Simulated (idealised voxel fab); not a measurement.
The document below concerns the process module designated voxel fin reveal.
Shown is cross-section cut, with a width of 270 nm and square cells of size 5 nm.
Format of a cross-section: grid, square cells. Given as bands. Order: top down. Band: one or more rows of cells. Top, bottom (nm), then materials left to right with widths (nm); lone material tagged "throughout" fills the whole band edge to edge; "blank" = empty space. We count height from 0. Below that, the starting wafer is all one material. The lowest band never ends at the bottom but goes on down; see "0 and below" for how that is written. You'd read "30..40" like this: the band's top row of cells is as wide as the first number, its bottom row is as wide as the second, and going down, every row changes width by the same amount as the row before did. You'll sometimes find "no alteration" written for a step, and that's the way of saying that nowhere in the cross-section did a cell change during that step. Under "Sealed cavities" you'll find the enclosed gaps, the ones with no way out to the top, that are 8 cells or bigger; each reads width x height at distance, with distance counted from the left edge, everything in nm. It should be noted that, on the line of a given step, the content following the step's settings is a remark produced by the simulator itself with respect to that step. On any step carrying a mask, the "overlay nm" setting, if present on the step's line, tells how far right of its planned place the mask lay; negative values point to the left. Each pair below shows a cross-section before one step and the cross-section after it, down to the lowest band that changed. The line under each pair gives the step between them, with its settings. The pairs can come from different runs of this module on the same starting wafer, so a pair continues from the pair above only where its "Pre-step" says so.

[Pre-step]
- 0 and below: Si throughout
- Sealed cavities: none

[Sectional Result]
- 10 down to 0: SiN throughout
- Note: structure below 0 unchanged.
- Sealed cavities: none
Can you name the step between the two cross-sections above? It is CONFORMAL_DEP | material SiN | thk nm 10

Pre-step: = after-state of the pair above.

[Sectional Result]
- 30 down to 10: blank (105) / resist (15) / blank (30) / resist (15) / blank (105)
- Note: structure below 10 unchanged.
- Sealed cavities: none
Can you name the step between the two cross-sections above? It is PATTERN | tone cover | mask id FINS | material resist | width nm 15 | pitch nm 45 | thk nm 20 | overlay nm 0

Pre-step: = after-state of the pair above.

[Sectional Result]
- 30 down to 10: blank (105) / resist (15) / blank (30) / resist (15) / blank (105)
- 10 down to 0: blank (105) / SiN (15) / blank (30) / SiN (15) / blank (105)
- Note: structure below 0 unchanged.
- Sealed cavities: none
Can you name the step between the two cross-sections above? It is DIRECTIONAL_ETCH | etch materials SiN | depth nm 10

Pre-step: = after-state of the pair above.

[Sectional Result]
- 30 down to 10: blank (105) / resist (15) / blank (30) / resist (15) / blank (105)
- 10 down to 0: blank (105) / SiN (15) / blank (30) / SiN (15) / blank (105)
- 0 down to -40: blank (105) / Si (15) / blank (30) / Si (15) / blank (105)
- Note: structure below -40 unchanged.
- Sealed cavities: none
Can you name the step between the two cross-sections above? It is DIRECTIONAL_ETCH | etch materials Si | depth nm 40

Pre-step: = after-state of the pair above.

[Sectional Result]
- 10 down to 0: blank (105) / SiN (15) / blank (30) / SiN (15) / blank (105)
- Note: structure below 0 unchanged.
- Sealed cavities: none
Can you name the step between the two cross-sections above? It is STRIP | etch materials resist

Pre-step: = after-state of the pair above.

[Sectional Result]
- 10 down to 0: blank (105) / SiN (15) / blank (30) / SiN (15) / blank (105)
- 0 down to -40: blank (105) / SiO2 (5) / Si (5) / SiO2 (5) / blank (30) / SiO2 (5) / Si (5) / SiO2 (5) / blank (105)
- -40 down to -45: SiO2 (110) / Si (5) / SiO2 (40) / Si (5) / SiO2 (110)
- Note: structure below -45 unchanged.
- Sealed cavities: none
Can you name the step between the two cross-sections above? It is OXIDIZE | depth nm 5

Pre-step: = after-state of the pair above.

[Sectional Result]
- 25 down to 10: SiO2 throughout
- 10 down to 0: SiO2 (105) / SiN (15) / SiO2 (30) / SiN (15) / SiO2 (105)
- 0 down to -45: SiO2 (110) / Si (5) / SiO2 (40) / Si (5) / SiO2 (110)
- Note: structure below -45 unchanged.
- Sealed cavities: none
Can you name the step between the two cross-sections above? It is FILL_DEP | material SiO2 | thk nm 15

Pre-step: = after-state of the pair above.

[Sectional Result]
- 10 down to 0: SiO2 (105) / SiN (15) / SiO2 (30) / SiN (15) / SiO2 (105)
- Note: structure below 0 unchanged.
- Sealed cavities: none
Can you name the step between the two cross-sections above? It is CMP | height nm 10

Pre-step: = after-state of the pair above.

[Sectional Result]
- 10 down to 0: blank (105) / SiN (15) / blank (30) / SiN (15) / blank (105)
- 0 down to -30: blank (110) / Si (5) / blank (40) / Si (5) / blank (110)
- Note: structure below -30 unchanged.
- Sealed cavities: none
Can you name the step between the two cross-sections above? It is SELECTIVE_ETCH | etch materials SiO2 | depth nm 40

Pre-step: = after-state of the pair above.

[Sectional Result]
- 0 down to -30: blank (110) / Si (5) / blank (40) / Si (5) / blank (110)
- Note: structure below -30 unchanged.
- Sealed cavities: none
Can you name the step between the two cross-sections above? It is STRIP | etch materials SiN

Pre-step: = after-state of the pair above.

[Sectional Result]
- 5 down to 0: blank (105) / SiO2 (15) / blank (30) / SiO2 (15) / blank (105)
- 0 down to -25: blank (105) / SiO2 (5) / Si (5) / SiO2 (5) / blank (30) / SiO2 (5) / Si (5) / SiO2 (5) / blank (105)
- -25 down to -45: SiO2 (110) / Si (5) / SiO2 (40) / Si (5) / SiO2 (110)
- Note: structure below -45 unchanged.
- Sealed cavities: none
Can you name the step between the two cross-sections above? It is CONFORMAL_DEP | material SiO2 | thk nm 5

[Pre-step]
- 25 down to 10: SiO2 throughout
- 10 down to 0: SiO2 (105) / SiN (15) / SiO2 (30) / SiN (15) / SiO2 (105)
- 0 down to -45: SiO2 (110) / Si (5) / SiO2 (40) / Si (5) / SiO2 (110)
- -45 and below: Si throughout
- Sealed cavities: none

[Sectional Result]
- 10 down to 0: blank (105) / SiN (15) / blank (30) / SiN (15) / blank (105)
- 0 down to -15: blank (110) / Si (5) / blank (40) / Si (5) / blank (110)
- Note: structure below -15 unchanged.
- Sealed cavities: none
Can you name the step between the two cross-sections above? It is SELECTIVE_ETCH | etch materials SiO2 | depth nm 40

Pre-step: = after-state of the pair above.

[Sectional Result]
- 0 down to -15: blank (110) / Si (5) / blank (40) / Si (5) / blank (110)
- Note: structure below -15 unchanged.
- Sealed cavities: none
Can you name the step between the two cross-sections above? It is STRIP | etch materials SiN

Pre-step: = after-state of the pair above.

[Sectional Result]
- 5 down to 0: blank (105) / SiO2 (15) / blank (30) / SiO2 (15) / blank (105)
- 0 down to -10: blank (105) / SiO2 (5) / Si (5) / SiO2 (5) / blank (30) / SiO2 (5) / Si (5) / SiO2 (5) / blank (105)
- -10 down to -45: SiO2 (110) / Si (5) / SiO2 (40) / Si (5) / SiO2 (110)
- Note: structure below -45 unchanged.
- Sealed cavities: none
Can you name the step between the two cross-sections above? It is CONFORMAL_DEP | material SiO2 | thk nm 5

[Pre-step]
- 10 down to 0: blank (105) / SiN (15) / blank (30) / SiN (15) / blank (105)
- 0 down to -30: blank (110) / Si (5) / blank (40) / Si (5) / blank (110)
- -30 down to -45: SiO2 (110) / Si (5) / SiO2 (40) / Si (5) / SiO2 (110)
- -45 and below: Si throughout
- Sealed cavities: none

[Sectional Result]
- 10 down to 0: blank (105) / SiN (15) / blank (30) / SiN (15) / blank (105)
- 0 down to -45: blank (110) / Si (5) / blank (40) / Si (5) / blank (110)
- Note: structure below -45 unchanged.
- Sealed cavities: none
Can you name the step between the two cross-sections above? It is SELECTIVE_ETCH | etch materials SiO2 | depth nm 40

Pre-step: = after-state of the pair above.

[Sectional Result]
- 0 down to -45: blank (110) / Si (5) / blank (40) / Si (5) / blank (110)
- Note: structure below -45 unchanged.
- Sealed cavities: none
Can you name the step between the two cross-sections above? It is STRIP | etch materials SiN

Pre-step: = after-state of the pair above.

[Sectional Result]
- 5 down to 0: blank (105) / SiO2 (15) / blank (30) / SiO2 (15) / blank (105)
- 0 down to -40: blank (105) / SiO2 (5) / Si (5) / SiO2 (5) / blank (30) / SiO2 (5) / Si (5) / SiO2 (5) / blank (105)
- -40 down to -45: SiO2 (110) / Si (5) / SiO2 (40) / Si (5) / SiO2 (110)
- Note: structure below -45 unchanged.
- Sealed cavities: none
Can you name the step between the two cross-sections above? It is CONFORMAL_DEP | material SiO2 | thk nm 5

[Pre-step]
- 10 down to 0: SiO2 (105) / SiN (15) / SiO2 (30) / SiN (15) / SiO2 (105)
- 0 down to -45: SiO2 (110) / Si (5) / SiO2 (40) / Si (5) / SiO2 (110)
- -45 and below: Si throughout
- Sealed cavities: none

[Sectional Result]
- 10 down to 0: SiO2 (105) / blank (15) / SiO2 (30) / blank (15) / SiO2 (105)
- Note: structure below 0 unchanged.
- Sealed cavities: none
Can you name the step between the two cross-sections above? It is STRIP | etch materials SiN

Pre-step: = after-state of the pair above.

[Sectional Result]
- 0 down to -30: blank (110) / Si (5) / blank (40) / Si (5) / blank (110)
- -30 down to -40: SiO2 (65) / blank (45) / Si (5) / blank (40) / Si (5) / blank (45) / SiO2 (65)
- Note: structure below -40 unchanged.
- Sealed cavities: none
Can you name the step between the two cross-sections above? It is SELECTIVE_ETCH | etch materials SiO2 | depth nm 40

Pre-step: = after-state of the pair above.

[Sectional Result]
- 5 down to 0: blank (105) / SiO2 (15) / blank (30) / SiO2 (15) / blank (105)
- 0 down to -25: blank (105) / SiO2 (5) / Si (5) / SiO2 (5) / blank (30) / SiO2 (5) / Si (5) / SiO2 (5) / blank (105)
- -25 down to -35: SiO2 (70) / blank (35) / SiO2 (5) / Si (5) / SiO2 (5) / blank (30) / SiO2 (5) / Si (5) / SiO2 (5) / blank (35) / SiO2 (70)
- -35 down to -45: SiO2 (110) / Si (5) / SiO2 (40) / Si (5) / SiO2 (110)
- Note: structure below -45 unchanged.
- Sealed cavities: none
Can you name the step between the two cross-sections above? It is CONFORMAL_DEP | material SiO2 | thk nm 5

[Pre-step]
- 30 down to 10: blank (105) / resist (15) / blank (30) / resist (15) / blank (105)
- 10 down to 0: blank (105) / SiN (15) / blank (30) / SiN (15) / blank (105)
- 0 and below: Si throughout
- Sealed cavities: none

[Sectional Result]
- 30 down to 10: blank (105) / resist (15) / blank (30) / resist (15) / blank (105)
- 10 down to 0: blank (105) / SiN (15) / blank (30) / SiN (15) / blank (105)
- 0 down to -35: blank (105) / Si (15) / blank (30) / Si (15) / blank (105)
- Note: structure below -35 unchanged.
- Sealed cavities: none
Can you name the step between the two cross-sections above? It is DIRECTIONAL_ETCH | etch materials Si | depth nm 35

Pre-step: = after-state of the pair above.

[Sectional Result]
- 10 down to 0: blank (105) / SiN (15) / blank (30) / SiN (15) / blank (105)
- Note: structure below 0 unchanged.
- Sealed cavities: none
Can you name the step between the two cross-sections above? It is STRIP | etch materials resist

Pre-step: = after-state of the pair above.

[Sectional Result]
- 10 down to 0: blank (105) / SiN (15) / blank (30) / SiN (15) / blank (105)
- 0 down to -35: blank (105) / SiO2 (5) / Si (5) / SiO2 (5) / blank (30) / SiO2 (5) / Si (5) / SiO2 (5) / blank (105)
- -35 down to -40: SiO2 (110) / Si (5) / SiO2 (40) / Si (5) / SiO2 (110)
- Note: structure below -40 unchanged.
- Sealed cavities: none
Can you name the step between the two cross-sections above? It is OXIDIZE | depth nm 5

Pre-step: = after-state of the pair above.

[Sectional Result]
- 25 down to 10: SiO2 throughout
- 10 down to 0: SiO2 (105) / SiN (15) / SiO2 (30) / SiN (15) / SiO2 (105)
- 0 down to -40: SiO2 (110) / Si (5) / SiO2 (40) / Si (5) / SiO2 (110)
- Note: structure below -40 unchanged.
- Sealed cavities: none
Can you name the step between the two cross-sections above? It is FILL_DEP | material SiO2 | thk nm 15

Pre-step: = after-state of the pair above.

[Sectional Result]
- 10 down to 0: SiO2 (105) / SiN (15) / SiO2 (30) / SiN (15) / SiO2 (105)
- Note: structure below 0 unchanged.
- Sealed cavities: none
Can you name the step between the two cross-sections above? It is CMP | height nm 10

Pre-step: = after-state of the pair above.

[Sectional Result]
- 10 down to 0: blank (105) / SiN (15) / blank (30) / SiN (15) / blank (105)
- 0 down to -30: blank (110) / Si (5) / blank (40) / Si (5) / blank (110)
- Note: structure below -30 unchanged.
- Sealed cavities: none
Can you name the step between the two cross-sections above? It is SELECTIVE_ETCH | etch materials SiO2 | depth nm 40

Pre-step: = after-state of the pair above.

[Sectional Result]
- 0 down to -30: blank (110) / Si (5) / blank (40) / Si (5) / blank (110)
- Note: structure below -30 unchanged.
- Sealed cavities: none
Can you name the step between the two cross-sections above? It is STRIP | etch materials SiN

Pre-step: = after-state of the pair above.

[Sectional Result]
- 5 down to 0: blank (105) / SiO2 (15) / blank (30) / SiO2 (15) / blank (105)
- 0 down to -25: blank (105) / SiO2 (5) / Si (5) / SiO2 (5) / blank (30) / SiO2 (5) / Si (5) / SiO2 (5) / blank (105)
- -25 down to -40: SiO2 (110) / Si (5) / SiO2 (40) / Si (5) / SiO2 (110)
- Note: structure below -40 unchanged.
- Sealed cavities: none
Can you name the step between the two cross-sections above? It is CONFORMAL_DEP | material SiO2 | thk nm 5

[Pre-step]
- 10 down to 0: SiN throughout
- 0 and below: Si throughout
- Sealed cavities: none

[Sectional Result]
- 30 down to 10: blank (105) / resist (20) / blank (25) / resist (20) / blank (100)
- Note: structure below 10 unchanged.
- Sealed cavities: none
Can you name the step between the two cross-sections above? It is PATTERN | tone cover | mask id FINS | material resist | width nm 20 | pitch nm 45 | thk nm 20 | overlay nm 0

Pre-step: = after-state of the pair above.

[Sectional Result]
- 30 down to 10: blank (105) / resist (20) / blank (25) / resist (20) / blank (100)
- 10 down to 0: blank (105) / SiN (20) / blank (25) / SiN (20) / blank (100)
- Note: structure below 0 unchanged.
- Sealed cavities: none
Can you name the step between the two cross-sections above? It is DIRECTIONAL_ETCH | etch materials SiN | depth nm 10

Pre-step: = after-state of the pair above.

[Sectional Result]
- 30 down to 10: blank (105) / resist (20) / blank (25) / resist (20) / blank (100)
- 10 down to 0: blank (105) / SiN (20) / blank (25) / SiN (20) / blank (100)
- 0 down to -40: blank (105) / Si (20) / blank (25) / Si (20) / blank (100)
- Note: structure below -40 unchanged.
- Sealed cavities: none
Can you name the step between the two cross-sections above? It is DIRECTIONAL_ETCH | etch materials Si | depth nm 40

Pre-step: = after-state of the pair above.

[Sectional Result]
- 10 down to 0: blank (105) / SiN (20) / blank (25) / SiN (20) / blank (100)
- Note: structure below 0 unchanged.
- Sealed cavities: none
Can you name the step between the two cross-sections above? It is STRIP | etch materials resist

Pre-step: = after-state of the pair above.

[Sectional Result]
- 10 down to 0: blank (105) / SiN (20) / blank (25) / SiN (20) / blank (100)
- 0 down to -40: blank (105) / SiO2 (5) / Si (10) / SiO2 (5) / blank (25) / SiO2 (5) / Si (10) / SiO2 (5) / blank (100)
- -40 down to -45: SiO2 (110) / Si (10) / SiO2 (35) / Si (10) / SiO2 (105)
- Note: structure below -45 unchanged.
- Sealed cavities: none
Can you name the step between the two cross-sections above? It is OXIDIZE | depth nm 5

Pre-step: = after-state of the pair above.

[Sectional Result]
- 25 down to 10: SiO2 throughout
- 10 down to 0: SiO2 (105) / SiN (20) / SiO2 (25) / SiN (20) / SiO2 (100)
- 0 down to -45: SiO2 (110) / Si (10) / SiO2 (35) / Si (10) / SiO2 (105)
- Note: structure below -45 unchanged.
- Sealed cavities: none
Can you name the step between the two cross-sections above? It is FILL_DEP | material SiO2 | thk nm 15

Pre-step: = after-state of the pair above.

[Sectional Result]
- 10 down to 0: SiO2 (105) / SiN (20) / SiO2 (25) / SiN (20) / SiO2 (100)
- Note: structure below 0 unchanged.
- Sealed cavities: none
Can you name the step between the two cross-sections above? It is CMP | height nm 10

Pre-step: = after-state of the pair above.

[Sectional Result]
- 10 down to 0: blank (105) / SiN (20) / blank (25) / SiN (20) / blank (100)
- 0 down to -30: blank (110) / Si (10) / blank (35) / Si (10) / blank (105)
- Note: structure below -30 unchanged.
- Sealed cavities: none
Can you name the step between the two cross-sections above? It is SELECTIVE_ETCH | etch materials SiO2 | depth nm 40

Pre-step: = after-state of the pair above.

[Sectional Result]
- 0 down to -30: blank (110) / Si (10) / blank (35) / Si (10) / blank (105)
- Note: structure below -30 unchanged.
- Sealed cavities: none
Can you name the step between the two cross-sections above? It is STRIP | etch materials SiN

Pre-step: = after-state of the pair above.

[Sectional Result]
- 5 down to 0: blank (105) / SiO2 (20) / blank (25) / SiO2 (20) / blank (100)
- 0 down to -25: blank (105) / SiO2 (5) / Si (10) / SiO2 (5) / blank (25) / SiO2 (5) / Si (10) / SiO2 (5) / blank (100)
- -25 down to -45: SiO2 (110) / Si (10) / SiO2 (35) / Si (10) / SiO2 (105)
- Note: structure below -45 unchanged.
- Sealed cavities: none
Can you name the step between the two cross-sections above? It is CONFORMAL_DEP | material SiO2 | thk nm 5

[Pre-step]
- 10 down to 0: SiN throughout
- 0 and below: Si throughout
- Sealed cavities: none

[Sectional Result]
- 30 down to 10: blank (95) / resist (15) / blank (30) / resist (15) / blank (115)
- Note: structure below 10 unchanged.
- Sealed cavities: none
Can you name the step between the two cross-sections above? It is PATTERN | tone cover | mask id FINS | material resist | width nm 15 | pitch nm 45 | thk nm 20 | overlay nm -10

Pre-step: = after-state of the pair above.

[Sectional Result]
- 30 down to 10: blank (95) / resist (15) / blank (30) / resist (15) / blank (115)
- 10 down to 0: blank (95) / SiN (15) / blank (30) / SiN (15) / blank (115)
- Note: structure below 0 unchanged.
- Sealed cavities: none
Can you name the step between the two cross-sections above? It is DIRECTIONAL_ETCH | etch materials SiN | depth nm 10

Pre-step: = after-state of the pair above.

[Sectional Result]
- 30 down to 10: blank (95) / resist (15) / blank (30) / resist (15) / blank (115)
- 10 down to 0: blank (95) / SiN (15) / blank (30) / SiN (15) / blank (115)
- 0 down to -40: blank (95) / Si (15) / blank (30) / Si (15) / blank (115)
- Note: structure below -40 unchanged.
- Sealed cavities: none
Can you name the step between the two cross-sections above? It is DIRECTIONAL_ETCH | etch materials Si | depth nm 40

Pre-step: = after-state of the pair above.

[Sectional Result]
- 10 down to 0: blank (95) / SiN (15) / blank (30) / SiN (15) / blank (115)
- Note: structure below 0 unchanged.
- Sealed cavities: none
Can you name the step between the two cross-sections above? It is STRIP | etch materials resist

Pre-step: = after-state of the pair above.

[Sectional Result]
- 10 down to 0: blank (95) / SiN (15) / blank (30) / SiN (15) / blank (115)
- 0 down to -40: blank (95) / SiO2 (5) / Si (5) / SiO2 (5) / blank (30) / SiO2 (5) / Si (5) / SiO2 (5) / blank (115)
- -40 down to -45: SiO2 (100) / Si (5) / SiO2 (40) / Si (5) / SiO2 (120)
- Note: structure below -45 unchanged.
- Sealed cavities: none
Can you name the step between the two cross-sections above? It is OXIDIZE | depth nm 5

Pre-step: = after-state of the pair above.

[Sectional Result]
- 25 down to 10: SiO2 throughout
- 10 down to 0: SiO2 (95) / SiN (15) / SiO2 (30) / SiN (15) / SiO2 (115)
- 0 down to -45: SiO2 (100) / Si (5) / SiO2 (40) / Si (5) / SiO2 (120)
- Note: structure below -45 unchanged.
- Sealed cavities: none
Can you name the step between the two cross-sections above? It is FILL_DEP | material SiO2 | thk nm 15

Pre-step: = after-state of the pair above.

[Sectional Result]
- 10 down to 0: SiO2 (95) / SiN (15) / SiO2 (30) / SiN (15) / SiO2 (115)
- Note: structure below 0 unchanged.
- Sealed cavities: none
Can you name the step between the two cross-sections above? It is CMP | height nm 10

Pre-step: = after-state of the pair above.

[Sectional Result]
- 10 down to 0: blank (95) / SiN (15) / blank (30) / SiN (15) / blank (115)
- 0 down to -30: blank (100) / Si (5) / blank (40) / Si (5) / blank (120)
- Note: structure below -30 unchanged.
- Sealed cavities: none
Can you name the step between the two cross-sections above? It is SELECTIVE_ETCH | etch materials SiO2 | depth nm 40

Pre-step: = after-state of the pair above.

[Sectional Result]
- 0 down to -30: blank (100) / Si (5) / blank (40) / Si (5) / blank (120)
- Note: structure below -30 unchanged.
- Sealed cavities: none
Can you name the step between the two cross-sections above? It is STRIP | etch materials SiN

Pre-step: = after-state of the pair above.

[Sectional Result]
- 5 down to 0: blank (95) / SiO2 (15) / blank (30) / SiO2 (15) / blank (115)
- 0 down to -25: blank (95) / SiO2 (5) / Si (5) / SiO2 (5) / blank (30) / SiO2 (5) / Si (5) / SiO2 (5) / blank (115)
- -25 down to -45: SiO2 (100) / Si (5) / SiO2 (40) / Si (5) / SiO2 (120)
- Note: structure below -45 unchanged.
- Sealed cavities: none
Can you name the step between the two cross-sections above? It is CONFORMAL_DEP | material SiO2 | thk nm 5

[Pre-step]
- 10 down to 0: blank (105) / SiN (15) / blank (30) / SiN (15) / blank (105)
- 0 down to -30: blank (110) / Si (5) / blank (40) / Si (5) / blank (110)
- -30 down to -45: SiO2 (110) / Si (5) / SiO2 (40) / Si (5) / SiO2 (110)
- -45 and below: Si throughout
- Sealed cavities: none

[Sectional Result]
- 10 down to 0: blank (105) / SiN (15) / blank (30) / SiN (15) / blank (105)
- 0 down to -45: blank (110) / Si (5) / blank (40) / Si (5) / blank (110)
- Note: structure below -45 unchanged.
- Sealed cavities: none
Can you name the step between the two cross-sections above? It is STRIP | etch materials SiO2

Pre-step: = after-state of the pair above.

[Sectional Result]
- 15 down to 10: blank (100) / SiO2 (25) / blank (20) / SiO2 (25) / blank (100)
- 10 down to 0: blank (100) / SiO2 (5) / SiN (15) / SiO2 (5) / blank (20) / SiO2 (5) / SiN (15) / SiO2 (5) / blank (100)
- 0 down to -5: blank (100) / SiO2 (10) / Si (5) / SiO2 (10) / blank (20) / SiO2 (10) / Si (5) / SiO2 (10) / blank (100)
- -5 down to -40: blank (105) / SiO2 (5) / Si (5) / SiO2 (5) / blank (30) / SiO2 (5) / Si (5) / SiO2 (5) / blank (105)
- -40 down to -45: SiO2 (110) / Si (5) / SiO2 (40) / Si (5) / SiO2 (110)
- Note: structure below -45 unchanged.
- Sealed cavities: none
Can you name the step between the two cross-sections above? It is CONFORMAL_DEP | material SiO2 | thk nm 5

[Pre-step]
- 10 down to 0: SiN throughout
- 0 and below: Si throughout
- Sealed cavities: none

[Sectional Result]
- 30 down to 10: resist (105) / blank (15) / resist (30) / blank (15) / resist (105)
- Note: structure below 10 unchanged.
- Sealed cavities: none
Can you name the step between the two cross-sections above? It is PATTERN | tone open | mask id FINS | material resist | width nm 15 | pitch nm 45 | thk nm 20 | overlay nm 0

Pre-step: = after-state of the pair above.

[Sectional Result]
- 30 down to 10: resist (105) / blank (15) / resist (30) / blank (15) / resist (105)
- 10 down to 0: SiN (105) / blank (15) / SiN (30) / blank (15) / SiN (105)
- Note: structure below 0 unchanged.
- Sealed cavities: none
Can you name the step between the two cross-sections above? It is DIRECTIONAL_ETCH | etch materials SiN | depth nm 10

Pre-step: = after-state of the pair above.

[Sectional Result]
- 30 down to 10: resist (105) / blank (15) / resist (30) / blank (15) / resist (105)
- 10 down to 0: SiN (105) / blank (15) / SiN (30) / blank (15) / SiN (105)
- 0 down to -40: Si (105) / blank (15) / Si (30) / blank (15) / Si (105)
- Note: structure below -40 unchanged.
- Sealed cavities: none
Can you name the step between the two cross-sections above? It is DIRECTIONAL_ETCH | etch materials Si | depth nm 40

Pre-step: = after-state of the pair above.

[Sectional Result]
- 10 down to 0: SiN (105) / blank (15) / SiN (30) / blank (15) / SiN (105)
- Note: structure below 0 unchanged.
- Sealed cavities: none
Can you name the step between the two cross-sections above? It is STRIP | etch materials resist

Pre-step: = after-state of the pair above.

[Sectional Result]
- 10 down to 0: SiN (105) / blank (15) / SiN (30) / blank (15) / SiN (105)
- 0 down to -40: Si (100) / SiO2 (5) / blank (15) / SiO2 (5) / Si (20) / SiO2 (5) / blank (15) / SiO2 (5) / Si (100)
- -40 down to -45: Si (100) / SiO2 (25) / Si (20) / SiO2 (25) / Si (100)
- Note: structure below -45 unchanged.
- Sealed cavities: none
Can you name the step between the two cross-sections above? It is OXIDIZE | depth nm 5

Pre-step: = after-state of the pair above.

[Sectional Result]
- 25 down to 10: SiO2 throughout
- 10 down to 0: SiN (105) / SiO2 (15) / SiN (30) / SiO2 (15) / SiN (105)
- 0 down to -45: Si (100) / SiO2 (25) / Si (20) / SiO2 (25) / Si (100)
- Note: structure below -45 unchanged.
- Sealed cavities: none
Can you name the step between the two cross-sections above? It is FILL_DEP | material SiO2 | thk nm 15

Pre-step: = after-state of the pair above.

[Sectional Result]
- 10 down to 0: SiN (105) / SiO2 (15) / SiN (30) / SiO2 (15) / SiN (105)
- Note: structure below 0 unchanged.
- Sealed cavities: none
Can you name the step between the two cross-sections above? It is CMP | height nm 10

Pre-step: = after-state of the pair above.

[Sectional Result]
- 10 down to 0: SiN (105) / blank (15) / SiN (30) / blank (15) / SiN (105)
- 0 down to -30: Si (100) / blank (25) / Si (20) / blank (25) / Si (100)
- Note: structure below -30 unchanged.
- Sealed cavities: none
Can you name the step between the two cross-sections above? It is SELECTIVE_ETCH | etch materials SiO2 | depth nm 40

Pre-step: = after-state of the pair above.

[Sectional Result]
- 0 down to -30: Si (100) / blank (25) / Si (20) / blank (25) / Si (100)
- Note: structure below -30 unchanged.
- Sealed cavities: none
Can you name the step between the two cross-sections above? It is STRIP | etch materials SiN

Pre-step: = after-state of the pair above.

[Sectional Result]
- 5 down to 0: SiO2 (105) / blank (15) / SiO2 (30) / blank (15) / SiO2 (105)
- 0 down to -25: Si (100) / SiO2 (5) / blank (15) / SiO2 (5) / Si (20) / SiO2 (5) / blank (15) / SiO2 (5) / Si (100)
- -25 down to -45: Si (100) / SiO2 (25) / Si (20) / SiO2 (25) / Si (100)
- Note: structure below -45 unchanged.
- Sealed cavities: none
Can you name the step between the two cross-sections above? It is CONFORMAL_DEP | material SiO2 | thk nm 5
